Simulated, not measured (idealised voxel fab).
process module | voxel lift off
Xsec cut, 190 nm wide, square cell size 5 nm.
When this document writes out a cross-section, it uses a grid of square cells and lists it as bands, beginning at the top and moving down, with a band standing for one or more rows of cells.
Heights first: top, then bottom, in nm. Then materials, left to right, each with a width in nm. "everywhere" on a single material: fills the band edge to edge. "empty": empty space.
Measure heights from 0. That's the level where, below it, the as-received wafer is all one material. The lowest band is bottomless and extends downward; write it as in "0 nm and below".
With a width like "30..40", each row of cells in the band differs from the next by the same amount, the top row carrying the first number and the bottom row the second.
Given "same as before" for a step, no cell of the cross-section differs between before and after that step.
Basically, "Enclosed cavity list" tells you about the enclosed voids: empty spaces with no open way to the top, 8 cells or bigger, each written width x height at distance, where distance is from the left edge, all in nm.
Where a step's line continues beyond its settings, the continuation is a remark by the simulator itself on that step.
overlay nm: step with mask; distance mask lay right of planned place; negative value = left of planned place.

This section lists the process steps that were planned:
1 RECEIVE (material Si)
2 CONFORMAL_DEP (material Al2O3; thk nm 5)
3 PATTERN (tone open; mask id LINES; material resist; width nm 30; pitch nm 55; thk nm 20; overlay nm 0)
4 DIRECTIONAL_DEP (material Ru; thk nm 10)
5 STRIP (etch materials resist)
6 CONFORMAL_DEP (material SiCN; thk nm 5)

Shown in cross-section is the wafer as received, that is, as it stands after step 1:
	0 nm and below | Si everywhere
	Enclosed cavity list: none

First of two wafers, end-of-module section, run followed plan:
	20 nm to 15 nm | empty 45, then SiCN 40, then empty 15, then SiCN 40, then empty 50
	15 nm to 10 nm | empty 45, then SiCN 5, then Ru 30, then SiCN 5, then empty 15, then SiCN 5, then Ru 30, then SiCN 5, then empty 50
	10 nm to 5 nm | SiCN 50, then Ru 30, then SiCN 25, then Ru 30, then SiCN 55
	5 nm to 0 nm | Al2O3 everywhere
	0 nm and below | Si everywhere
	Enclosed cavity list: none

Wafer two cross-section, module end. Start and plan unchanged from wafer one; one mistake made during the run:
	20 nm to 15 nm | empty 40, then SiCN 40, then empty 15, then SiCN 40, then empty 55
	15 nm to 10 nm | empty 40, then SiCN 5, then Ru 30, then SiCN 5, then empty 15, then SiCN 5, then Ru 30, then SiCN 5, then empty 55
	10 nm to 5 nm | SiCN 45, then Ru 30, then SiCN 25, then Ru 30, then SiCN 60
	5 nm to 0 nm | Al2O3 everywhere
	0 nm and below | Si everywhere
	Enclosed cavity list: none
Deviation from plan: in deviation from the planned setting, step 3 was conducted as PATTERN (tone open; mask id LINES; material resist; width nm 30; pitch nm 55; thk nm 20; overlay nm -5)
Final wafers compared: equal cell tally per material, rearranged layout.
